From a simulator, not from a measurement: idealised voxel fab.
The name of this process module is voxel self aligned vias.
It is cross-section cut that appears here, measuring 290 nm in width, its square cells being 5 nm in size.
If you're reading a cross-section in this doc, picture square cells in a grid; it comes to you as bands, top ones listed first down to the bottom, and a band can be one or more rows of cells. In this notation a band is specified by the heights of its top and bottom, in that order and in nm, after which its materials appear from left to right, each paired with its width in nm. The word "everywhere" attached to a single material means that material fills the band from edge to edge; the word "blank" stands for empty space. Zero point of the height axis is 0; under it, received wafer = one material. Lowest band: continues down indefinitely, "top 0, no bottom". Graded width ("30 to 40"): value in top row of band = first number; value in bottom row = second number; row-to-row change constant. "left unchanged", as given for a step, is the statement that not any cell of the cross-section underwent a change during that step. Closed-off voids of 8+ cells (no open route to the top) go in "Voids, sealed", written width x height at distance from the left edge, in nm. Text after the settings on a step's line: the simulator's own remark on that step. "overlay nm", when on a step's line for a step with a mask, measures how far to the right of its planned place the mask lay; a negative measure means to the left.
[Here's what the planned process steps look like]
- 1: RECEIVE with material Si
- 2: CONFORMAL_DEP with material SiO2, thk nm 15
- 3: CONFORMAL_DEP with material SiCN, thk nm 5
- 4: DIRECTIONAL_DEP with material lowk, thk nm 20
- 5: DIRECTIONAL_DEP with material aC, thk nm 15
- 6: PATTERN with tone open, mask id LINES, material resist, width nm 30, pitch nm 75, thk nm 35, overlay nm -15
- 7: DIRECTIONAL_ETCH with etch materials aC, depth nm 15
- 8: STRIP with etch materials resist
- 9: DIRECTIONAL_ETCH with etch materials lowk, depth nm 20
- 10: STRIP with etch materials aC
- 11: CONFORMAL_DEP with material TiN, thk nm 5
- 12: FILL_DEP with material W, thk nm 5
- 13: CMP with height nm 40
- 14: SELECTIVE_ETCH with etch materials W Ru TiN, depth nm 10
- 15: FILL_DEP with material SiN, thk nm 5
- 16: CMP with height nm 40
- 17: DIRECTIONAL_DEP with material lowk, thk nm 15
- 18: MASKED_ETCH with tone open, mask id VIAS, width nm 50, pitch nm 75, etch materials lowk, depth nm 15, overlay nm 0
- 19: MASKED_ETCH with tone open, mask id VIAS, width nm 50, pitch nm 75, etch materials SiN, depth nm 10, overlay nm 0
- 20: CONFORMAL_DEP with material TiN, thk nm 5
- 21: FILL_DEP with material Ru, thk nm 10
- 22: CMP with height nm 55
- 23: CONFORMAL_DEP with material SiCN, thk nm 5
Be aware that, although all wafers share a common starting state, the overlay nm at step 6 differs among them, and the plan displays the first wafer's value.
[Received wafers, first of several: cross-section after step 1]
    top 0, no bottom | Si everywhere
    Voids, sealed: none
[Post step 23, the closing step of the module: first of several wafers, cross-sectioned]
    top 60, bottom 55 | SiCN everywhere
    top 55, bottom 45 | 45 nm lowk  5 nm TiN  40 nm Ru  5 nm TiN  25 nm lowk  5 nm TiN  40 nm Ru  5 nm TiN  25 nm lowk  5 nm TiN  40 nm Ru  5 nm TiN  45 nm lowk
    top 45, bottom 40 | 45 nm lowk  5 nm TiN  15 nm Ru  30 nm TiN  25 nm lowk  5 nm TiN  15 nm Ru  30 nm TiN  25 nm lowk  5 nm TiN  15 nm Ru  30 nm TiN  45 nm lowk
    top 40, bottom 35 | 40 nm lowk  5 nm SiN  5 nm TiN  15 nm Ru  5 nm TiN  45 nm lowk  5 nm SiN  5 nm TiN  15 nm Ru  5 nm TiN  45 nm lowk  5 nm SiN  5 nm TiN  15 nm Ru  5 nm TiN  70 nm lowk
    top 35, bottom 30 | 40 nm lowk  5 nm SiN  25 nm TiN  45 nm lowk  5 nm SiN  25 nm TiN  45 nm lowk  5 nm SiN  25 nm TiN  70 nm lowk
    top 30, bottom 25 | 40 nm lowk  5 nm TiN  20 nm W  5 nm TiN  45 nm lowk  5 nm TiN  20 nm W  5 nm TiN  45 nm lowk  5 nm TiN  20 nm W  5 nm TiN  70 nm lowk
    top 25, bottom 20 | 40 nm lowk  30 nm TiN  45 nm lowk  30 nm TiN  45 nm lowk  30 nm TiN  70 nm lowk
    top 20, bottom 15 | SiCN everywhere
    top 15, bottom 0 | SiO2 everywhere
    top 0, no bottom | Si everywhere
    Voids, sealed: none
[Cross-section at module completion, last wafer]
    top 60, bottom 55 | SiCN everywhere
    top 55, bottom 45 | 45 nm lowk  5 nm TiN  40 nm Ru  5 nm TiN  25 nm lowk  5 nm TiN  40 nm Ru  5 nm TiN  25 nm lowk  5 nm TiN  40 nm Ru  5 nm TiN  45 nm lowk
    top 45, bottom 40 | 45 nm lowk  30 nm TiN  15 nm Ru  5 nm TiN  25 nm lowk  30 nm TiN  15 nm Ru  5 nm TiN  25 nm lowk  30 nm TiN  15 nm Ru  5 nm TiN  45 nm lowk
    top 40, bottom 35 | 70 nm lowk  5 nm TiN  15 nm Ru  5 nm TiN  5 nm SiN  45 nm lowk  5 nm TiN  15 nm Ru  5 nm TiN  5 nm SiN  45 nm lowk  5 nm TiN  15 nm Ru  5 nm TiN  5 nm SiN  40 nm lowk
    top 35, bottom 30 | 70 nm lowk  25 nm TiN  5 nm SiN  45 nm lowk  25 nm TiN  5 nm SiN  45 nm lowk  25 nm TiN  5 nm SiN  40 nm lowk
    top 30, bottom 25 | 70 nm lowk  5 nm TiN  20 nm W  5 nm TiN  45 nm lowk  5 nm TiN  20 nm W  5 nm TiN  45 nm lowk  5 nm TiN  20 nm W  5 nm TiN  40 nm lowk
    top 25, bottom 20 | 70 nm lowk  30 nm TiN  45 nm lowk  30 nm TiN  45 nm lowk  30 nm TiN  40 nm lowk
    top 20, bottom 15 | SiCN everywhere
    top 15, bottom 0 | SiO2 everywhere
    top 0, no bottom | Si everywhere
    Voids, sealed: none
[each wafer at the end: cells of each material gained (+) or lost (-) since it was received, then its closed voids]
overlay nm -15; +66 Ru; +116 SiCN; +6 SiN; +174 SiO2; +78 TiN; +12 W; +244 lowk; Voids, sealed: none
overlay nm -10; +72 Ru; +116 SiCN; +174 SiO2; +78 TiN; +12 W; +244 lowk; Voids, sealed: none
overlay nm -5; +72 Ru; +116 SiCN; +174 SiO2; +78 TiN; +12 W; +244 lowk; Voids, sealed: none
overlay nm 0; +72 Ru; +116 SiCN; +174 SiO2; +78 TiN; +12 W; +244 lowk; Voids, sealed: none
overlay nm 5; +72 Ru; +116 SiCN; +174 SiO2; +78 TiN; +12 W; +244 lowk; Voids, sealed: none
overlay nm 10; +72 Ru; +116 SiCN; +174 SiO2; +78 TiN; +12 W; +244 lowk; Voids, sealed: none
overlay nm 15; +66 Ru; +116 SiCN; +6 SiN; +174 SiO2; +78 TiN; +12 W; +244 lowk; Voids, sealed: none
